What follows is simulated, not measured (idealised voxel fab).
Process module name: voxel gate over fins
FYI the section here is cut, 170 nm wide, cells are 5 nm squares.
Square cells in a grid make up a cross-section in this document, and the grid is given as bands, listed from the top down, each one or more rows of cells.
For a band, the entry starts with two heights in nm, that of the top and then that of the bottom, and carries on with the band's materials in order from left to right, each alongside its width in nm; the word "throughout" beside a single material means it fills the band edge to edge, and "blank" means empty space.
Zero point of the height axis is 0; under it, received wafer = one material. Lowest band: continues down indefinitely, "0 and below".
The expression "30->40" gives the width at the extremes of the band, the first number at its top row of cells and the second at its bottom row, with the width changing by equal amounts from each row to the next in between.
Any step labelled "identical to before" changed none of the cells in the cross-section.
"Fully sealed voids" specifies each empty space that is not open to the top and that occupies no fewer than 8 cells, using the form width x height at distance, the distance measured from the left edge and all three quantities in nm.
On each step's line, the part that comes after the settings is the simulator's own comment on the step.
The "overlay nm" setting may appear on a step's line; for a step that uses a mask, it gives how far to the right of its planned position the mask lay, and a negative value indicates the left.
Read the rest as pairs. Take the cross-section before one process step, then the cross-section after it, which shows only down to the lowest band that changed. Under the pair, find the step between them and its settings. Bear in mind that pairs may come from different runs of this module on the same starting wafer: link a pair to the pair above it only where its entry headed "Pre-process cross-section" says to.
Pre-process cross-section
15 down to 5 = aC throughout
5 down to 0 = SiN 50 nm; SiO2 15 nm; SiN 35 nm; SiO2 15 nm; SiN 55 nm
0 down to -30 = Si 50 nm; SiO2 15 nm; Si 35 nm; SiO2 15 nm; Si 55 nm
-30 and below = Si throughout
Fully sealed voids: none
State After Step
45 down to 15 = resist 75 nm; blank 15 nm; resist 80 nm
Everything under 15 stays put, no change at all.
Fully sealed voids: none
Between before and after above, the operation and settings are PATTERN [tone open] [mask id RAIL] [material resist] [width nm 15] [thk nm 30] [overlay nm 0]
Pre-process cross-section: the pre-step structure is the one depicted after the step in the pair just above.
State After Step
35 down to 15 = resist 75 nm; blank 15 nm; resist 80 nm
15 down to 5 = aC 75 nm; blank 15 nm; aC 80 nm
Everything under 5 stays put, no change at all.
Fully sealed voids: none
Between before and after above, the operation and settings are DIRECTIONAL_ETCH [etch materials aC] [depth nm 10]
Pre-process cross-section: the pre-step structure is the one depicted after the step in the pair just above.
State After Step
15 down to 5 = aC 75 nm; blank 15 nm; aC 80 nm
Everything under 5 stays put, no change at all.
Fully sealed voids: none
Between before and after above, the operation and settings are STRIP [etch materials resist]
Pre-process cross-section: the pre-step structure is the one depicted after the step in the pair just above.
State After Step
5 down to 0 = SiN 50 nm; SiO2 15 nm; SiN 35 nm; SiO2 15 nm; SiN 55 nm
Everything under 0 stays put, no change at all.
Fully sealed voids: none
Between before and after above, the operation and settings are STRIP [etch materials aC]
Pre-process cross-section: the pre-step structure is the one depicted after the step in the pair just above.
State After Step
10 down to 5 = TiN throughout
Everything under 5 stays put, no change at all.
Fully sealed voids: none
Between before and after above, the operation and settings are CONFORMAL_DEP [material TiN] [thk nm 5]
Pre-process cross-section: the pre-step structure is the one depicted after the step in the pair just above.
State After Step
15 down to 10 = W throughout
Everything under 10 stays put, no change at all.
Fully sealed voids: none
Between before and after above, the operation and settings are FILL_DEP [material W] [thk nm 5]
Pre-process cross-section: the pre-step structure is the one depicted after the step in the pair just above.
State After Step
5 down to 0 = SiN 50 nm; SiO2 15 nm; SiN 35 nm; SiO2 15 nm; SiN 55 nm
Everything under 0 stays put, no change at all.
Fully sealed voids: none
Between before and after above, the operation and settings are CMP [height nm 5]
Pre-process cross-section: the pre-step structure is the one depicted after the step in the pair just above.
State After Step
10 down to 5 = SiO2 throughout
Everything under 5 stays put, no change at all.
Fully sealed voids: none
Between before and after above, the operation and settings are FILL_DEP [material SiO2] [thk nm 5]
Pre-process cross-section
5 down to 0 = SiN 50 nm; SiO2 15 nm; SiN 35 nm; SiO2 15 nm; SiN 55 nm
0 down to -30 = Si 50 nm; SiO2 15 nm; Si 35 nm; SiO2 15 nm; Si 55 nm
-30 and below = Si throughout
Fully sealed voids: none
State After Step
5 down to 0 = SiN 50 nm; blank 15 nm; SiN 35 nm; blank 15 nm; SiN 55 nm
0 down to -15 = Si 50 nm; blank 15 nm; Si 35 nm; blank 15 nm; Si 55 nm
Everything under -15 stays put, no change at all.
Fully sealed voids: none
Between before and after above, the operation and settings are SELECTIVE_ETCH [etch materials SiO2] [depth nm 20]
Pre-process cross-section: the pre-step structure is the one depicted after the step in the pair just above.
State After Step
0 down to -15 = Si 50 nm; blank 15 nm; Si 35 nm; blank 15 nm; Si 55 nm
Everything under -15 stays put, no change at all.
Fully sealed voids: none
Between before and after above, the operation and settings are STRIP [etch materials SiN]
Pre-process cross-section: the pre-step structure is the one depicted after the step in the pair just above.
State After Step
5 down to 0 = HfO2 55 nm; blank 5 nm; HfO2 45 nm; blank 5 nm; HfO2 60 nm
0 down to -10 = Si 50 nm; HfO2 5 nm; blank 5 nm; HfO2 5 nm; Si 35 nm; HfO2 5 nm; blank 5 nm; HfO2 5 nm; Si 55 nm
-10 down to -15 = Si 50 nm; HfO2 15 nm; Si 35 nm; HfO2 15 nm; Si 55 nm
Everything under -15 stays put, no change at all.
Fully sealed voids: none
Between before and after above, the operation and settings are CONFORMAL_DEP [material HfO2] [thk nm 5]
Pre-process cross-section: the pre-step structure is the one depicted after the step in the pair just above.
State After Step
10 down to 5 = TiN throughout
5 down to 0 = HfO2 55 nm; TiN 5 nm; HfO2 45 nm; TiN 5 nm; HfO2 60 nm
0 down to -10 = Si 50 nm; HfO2 5 nm; TiN 5 nm; HfO2 5 nm; Si 35 nm; HfO2 5 nm; TiN 5 nm; HfO2 5 nm; Si 55 nm
Everything under -10 stays put, no change at all.
Fully sealed voids: none
Between before and after above, the operation and settings are CONFORMAL_DEP [material TiN] [thk nm 5]
Pre-process cross-section: the pre-step structure is the one depicted after the step in the pair just above.
State After Step
20 down to 10 = W throughout
Everything under 10 stays put, no change at all.
Fully sealed voids: none
Between before and after above, the operation and settings are FILL_DEP [material W] [thk nm 10]
Pre-process cross-section: the pre-step structure is the one depicted after the step in the pair just above.
State After Step
15 down to 10 = W throughout
Everything under 10 stays put, no change at all.
Fully sealed voids: none
Between before and after above, the operation and settings are CMP [height nm 15]
Pre-process cross-section: the pre-step structure is the one depicted after the step in the pair just above.
State After Step
25 down to 15 = SiN throughout
Everything under 15 stays put, no change at all.
Fully sealed voids: none
Between before and after above, the operation and settings are CONFORMAL_DEP [material SiN] [thk nm 10]
